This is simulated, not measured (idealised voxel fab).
Module name: voxel wiring stack (process module)
Shown is cross-section cut, with a width of 160 nm and square cells of size 5 nm.
How to read a cross-section here: the picture is a grid of square cells, written as bands going from the top down, and any band can span one or more rows of cells.
Top, bottom (nm), then materials left to right with widths (nm); lone material tagged "full width" fills the whole band edge to edge; "blank" = empty space.
Where do heights start? At 0: under that level the wafer as delivered is made of one material only. And the lowest band has no floor; it just carries on downward, as in "0 -> down".
You'd read "30..40" like this: the band's top row of cells is as wide as the first number, its bottom row is as wide as the second, and going down, every row changes width by the same amount as the row before did.
What does "no modification" mean for a step? It means no cell of the cross-section changed in that step.
Voids not open to the top, 8 cells minimum: see "Enclosed void list". Written width x height at distance; distance is from the left edge; nm.
On a step's line, text after the settings is the simulator commenting on that step.
Regarding "overlay nm": on a step with a mask, it is the distance the mask lay to the right of its planned place; a negative value places it to the left.

Process steps - plan:
1,RECEIVE with material Si
2,CONFORMAL_DEP with material SiO2, thk nm 15
3,CONFORMAL_DEP with material SiN, thk nm 5
4,DIRECTIONAL_DEP with material SiO2, thk nm 25
5,PATTERN with tone open, mask id METAL_1, material resist, width nm 25, pitch nm 45, thk nm 15, overlay nm 0
6,DIRECTIONAL_ETCH with etch materials SiO2, depth nm 25
7,DIRECTIONAL_ETCH with etch materials SiN, depth nm 5
8,STRIP with etch materials resist
9,CONFORMAL_DEP with material TiN, thk nm 5
10,FILL_DEP with material Ru, thk nm 10
11,CMP with height nm 45
12,CONFORMAL_DEP with material SiCN, thk nm 5
13,DIRECTIONAL_DEP with material SiO2, thk nm 30
14,MASKED_ETCH with tone open, mask id METAL_2, width nm 25, pitch nm 45, etch materials SiO2, depth nm 20, overlay nm 0
15,PATTERN with tone open, mask id METAL_2_HOLES, material resist, width nm 15, thk nm 20, overlay nm 0
16,DIRECTIONAL_ETCH with etch materials SiO2, depth nm 10
17,DIRECTIONAL_ETCH with etch materials SiCN, depth nm 5
18,STRIP with etch materials resist
19,CONFORMAL_DEP with material TiN, thk nm 5
20,FILL_DEP with material Cu, thk nm 10
21,CMP with height nm 80
22,CONFORMAL_DEP with material SiCN, thk nm 5
23,DIRECTIONAL_DEP with material lowk, thk nm 10
24,MASKED_ETCH with tone open, mask id PLUG_2, width nm 15, etch materials lowk, depth nm 10, overlay nm 0
25,MASKED_ETCH with tone open, mask id PLUG_2, width nm 15, etch materials SiCN, depth nm 5, overlay nm 0
26,CONFORMAL_DEP with material TiN, thk nm 5
27,FILL_DEP with material Cu, thk nm 5
28,CMP with height nm 95
29,CONFORMAL_DEP with material SiCN, thk nm 5
30,DIRECTIONAL_DEP with material SiO2, thk nm 20
31,MASKED_ETCH with tone open, mask id METAL_3, width nm 25, pitch nm 45, etch materials SiO2, depth nm 20, overlay nm 0
32,MASKED_ETCH with tone open, mask id METAL_3, width nm 25, pitch nm 45, etch materials SiCN, depth nm 5, overlay nm 0
33,CONFORMAL_DEP with material TiN, thk nm 5
34,FILL_DEP with material Cu, thk nm 5
35,CMP with height nm 120
36,CONFORMAL_DEP with material SiCN, thk nm 5

Incoming wafer in cross-section (state: after step 1):
  0 -> down: Si full width
  Enclosed void list: none

Cross-section, first of two wafers, end of module, run as planned:
  125 -> 120: SiCN full width
  120 -> 100: 45 of SiO2, 5 of TiN, 15 of Cu, 5 of TiN, 20 of SiO2, 5 of TiN, 15 of Cu, 5 of TiN, 45 of SiO2
  100 -> 95: 45 of SiCN, 25 of TiN, 20 of SiCN, 25 of TiN, 45 of SiCN
  95 -> 85: 45 of lowk, 5 of TiN, 5 of Cu, 5 of TiN, 100 of lowk
  85 -> 80: 45 of SiCN, 15 of TiN, 100 of SiCN
  80 -> 65: 45 of SiO2, 5 of TiN, 15 of Cu, 5 of TiN, 20 of SiO2, 5 of TiN, 15 of Cu, 5 of TiN, 45 of SiO2
  65 -> 60: 45 of SiO2, 5 of TiN, 5 of Cu, 15 of TiN, 20 of SiO2, 25 of TiN, 45 of SiO2
  60 -> 50: 45 of SiO2, 5 of TiN, 5 of Cu, 5 of TiN, 100 of SiO2
  50 -> 45: 45 of SiCN, 15 of TiN, 100 of SiCN
  45 -> 20: 45 of SiO2, 5 of TiN, 15 of Ru, 5 of TiN, 20 of SiO2, 5 of TiN, 15 of Ru, 5 of TiN, 45 of SiO2
  20 -> 15: 45 of SiN, 25 of TiN, 20 of SiN, 25 of TiN, 45 of SiN
  15 -> 0: SiO2 full width
  0 -> down: Si full width
  Enclosed void list: none

Second wafer at the end: like start, like plan, one mistake:
  125 -> 120: SiCN full width
  120 -> 100: 45 of SiO2, 5 of TiN, 15 of Cu, 5 of TiN, 20 of SiO2, 5 of TiN, 15 of Cu, 5 of TiN, 45 of SiO2
  100 -> 95: 45 of SiCN, 25 of TiN, 20 of SiCN, 25 of TiN, 45 of SiCN
  95 -> 85: Cu full width
  85 -> 80: 50 of TiN, 15 of Cu, 30 of TiN, 15 of Cu, 50 of TiN
  80 -> 65: 45 of SiO2, 5 of TiN, 15 of Cu, 5 of TiN, 20 of SiO2, 5 of TiN, 15 of Cu, 5 of TiN, 45 of SiO2
  65 -> 60: 45 of SiO2, 5 of TiN, 5 of Cu, 15 of TiN, 20 of SiO2, 25 of TiN, 45 of SiO2
  60 -> 50: 45 of SiO2, 5 of TiN, 5 of Cu, 5 of TiN, 100 of SiO2
  50 -> 45: 45 of SiCN, 15 of TiN, 100 of SiCN
  45 -> 20: 45 of SiO2, 5 of TiN, 15 of Ru, 5 of TiN, 20 of SiO2, 5 of TiN, 15 of Ru, 5 of TiN, 45 of SiO2
  20 -> 15: 45 of SiN, 25 of TiN, 20 of SiN, 25 of TiN, 45 of SiN
  15 -> 0: SiO2 full width
  0 -> down: Si full width
  Enclosed void list: none
Heads up, the wafer didn't run the way we planned it: step 21 of the plan: omitted, not performed
Heads up, by the end the second wafer has more or fewer cells of some materials compared to the first: 68 more of Cu, 29 fewer of SiCN, 19 more of TiN, 58 fewer of lowk
